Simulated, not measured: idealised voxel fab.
Name of the process module below: voxel self aligned vias
This is section cut - it's 210 nm across, gridded in 5 nm square cells.
A cross-section is written here as square cells arranged in a grid, and it is given in bands from the top down, each band taking up one or more rows of cells. The band entry comprises the height of the band's top followed by the height of its bottom, expressed in nm, and subsequently the band's materials from left to right, each stated together with its width in nm. Where a single material is marked with the word "edge to edge", that material fills the band from edge to edge. The word "air" represents empty space. Counting heights begins at 0, where everything beneath is, in the wafer as received, one material. The lowest band has no bottom; it goes on downwards, as "0..down" shows. The expression "30->40" gives the width at the extremes of the band, the first number at its top row of cells and the second at its bottom row, with the width changing by equal amounts from each row to the next in between. "same as before", as given for a step, is the statement that not any cell of the cross-section underwent a change during that step. Enclosed cavity list: empty space of 8 cells or more with no open way to the top, each as width x height at its distance from the left edge, in nm. Post-settings text on a step line: simulator's own remark regarding the step. What "overlay nm" on a step's line means: if the step has a mask, that mask lay this far to the right of its planned place, or, when the value is negative, to the left.
[Here's what the planned process steps look like]
- 1: RECEIVE,material Si
- 2: CONFORMAL_DEP,material SiO2,thk nm 15
- 3: CONFORMAL_DEP,material SiCN,thk nm 5
- 4: DIRECTIONAL_DEP,material lowk,thk nm 20
- 5: DIRECTIONAL_DEP,material aC,thk nm 10
- 6: PATTERN,tone open,mask id LINES,material resist,width nm 25,pitch nm 65,thk nm 25,overlay nm -10
- 7: DIRECTIONAL_ETCH,etch materials aC,depth nm 10
- 8: STRIP,etch materials resist
- 9: DIRECTIONAL_ETCH,etch materials lowk,depth nm 20
- 10: STRIP,etch materials aC
- 11: CONFORMAL_DEP,material TiN,thk nm 5
- 12: FILL_DEP,material Ru,thk nm 10
- 13: CMP,height nm 40
- 14: SELECTIVE_ETCH,etch materials W Ru TiN,depth nm 10
- 15: FILL_DEP,material SiN,thk nm 10
- 16: CMP,height nm 40
- 17: DIRECTIONAL_DEP,material lowk,thk nm 15
- 18: PATTERN,tone open,mask id VIAS,material resist,width nm 45,pitch nm 65,thk nm 15,overlay nm 0
- 19: DIRECTIONAL_ETCH,etch materials lowk,depth nm 15
- 20: DIRECTIONAL_ETCH,etch materials SiN,depth nm 10
- 21: STRIP,etch materials resist
- 22: CONFORMAL_DEP,material TiN,thk nm 5
- 23: FILL_DEP,material W,thk nm 5
- 24: CMP,height nm 55
- 25: CONFORMAL_DEP,material SiN,thk nm 5
Where the wafers of this document differ is in the overlay nm of step 6; they start out the same, and the plan states the value that applied to the first wafer.
[Cut through the first of several wafers as received, post step 1]
* 0..down: Si edge to edge
* Enclosed cavity list: none
[Quick look at the cross-section of the first of several wafers after step 25, which wraps up the module]
* 60..55: SiN edge to edge
* 55..45: lowk: 15 | TiN: 5 | W: 35 | TiN: 5 | lowk: 20 | TiN: 5 | W: 35 | TiN: 5 | lowk: 20 | TiN: 5 | W: 35 | TiN: 5 | lowk: 20
* 45..35: lowk: 15 | TiN: 5 | W: 15 | TiN: 25->5 | lowk: 20->40 | TiN: 5 | W: 15 | TiN: 25->5 | lowk: 20->40 | TiN: 5 | W: 15 | TiN: 25->5 | lowk: 20->40
* 35..30: lowk: 15 | TiN: 25 | lowk: 40 | TiN: 25 | lowk: 40 | TiN: 25 | lowk: 40
* 30..25: lowk: 15 | TiN: 5 | Ru: 15 | TiN: 5 | lowk: 40 | TiN: 5 | Ru: 15 | TiN: 5 | lowk: 40 | TiN: 5 | Ru: 15 | TiN: 5 | lowk: 40
* 25..20: lowk: 15 | TiN: 25 | lowk: 40 | TiN: 25 | lowk: 40 | TiN: 25 | lowk: 40
* 20..15: SiCN edge to edge
* 15..0: SiO2 edge to edge
* 0..down: Si edge to edge
* Enclosed cavity list: none
[Showing the last wafer in cross-section at the end of the module]
* 60..55: SiN edge to edge
* 55..45: lowk: 15 | TiN: 5 | W: 35 | TiN: 5 | lowk: 20 | TiN: 5 | W: 35 | TiN: 5 | lowk: 20 | TiN: 5 | W: 35 | TiN: 5 | lowk: 20
* 45..40: lowk: 15 | TiN: 30 | W: 10 | TiN: 5 | lowk: 20 | TiN: 30 | W: 10 | TiN: 5 | lowk: 20 | TiN: 30 | W: 10 | TiN: 5 | lowk: 20
* 40..35: lowk: 40 | TiN: 5 | W: 10 | TiN: 5 | SiN: 5 | lowk: 40 | TiN: 5 | W: 10 | TiN: 5 | SiN: 5 | lowk: 40 | TiN: 5 | W: 10 | TiN: 5 | SiN: 5 | lowk: 15
* 35..30: lowk: 40 | TiN: 20 | SiN: 5 | lowk: 40 | TiN: 20 | SiN: 5 | lowk: 40 | TiN: 20 | SiN: 5 | lowk: 15
* 30..25: lowk: 40 | TiN: 5 | Ru: 15 | TiN: 5 | lowk: 40 | TiN: 5 | Ru: 15 | TiN: 5 | lowk: 40 | TiN: 5 | Ru: 15 | TiN: 5 | lowk: 15
* 25..20: lowk: 40 | TiN: 25 | lowk: 40 | TiN: 25 | lowk: 40 | TiN: 25 | lowk: 15
* 20..15: SiCN edge to edge
* 15..0: SiO2 edge to edge
* 0..down: Si edge to edge
* Enclosed cavity list: none
[Every row in this table is a wafer at the end of the module, and it gives, for each of the materials, the cells that wafer has gained (+) or lost (-) since it was received, then its closed voids]
overlay nm -10, +9 Ru, +42 SiCN, +42 SiN, +126 SiO2, +72 TiN, +60 W, +153 lowk, Enclosed cavity list: none
overlay nm -5, +9 Ru, +42 SiCN, +42 SiN, +126 SiO2, +72 TiN, +60 W, +153 lowk, Enclosed cavity list: none
overlay nm 0, +9 Ru, +42 SiCN, +42 SiN, +126 SiO2, +72 TiN, +60 W, +153 lowk, Enclosed cavity list: none
overlay nm 5, +9 Ru, +42 SiCN, +42 SiN, +126 SiO2, +72 TiN, +60 W, +153 lowk, Enclosed cavity list: none
overlay nm 10, +9 Ru, +42 SiCN, +42 SiN, +126 SiO2, +72 TiN, +60 W, +153 lowk, Enclosed cavity list: none
overlay nm 15, +9 Ru, +42 SiCN, +48 SiN, +126 SiO2, +72 TiN, +54 W, +153 lowk, Enclosed cavity list: none
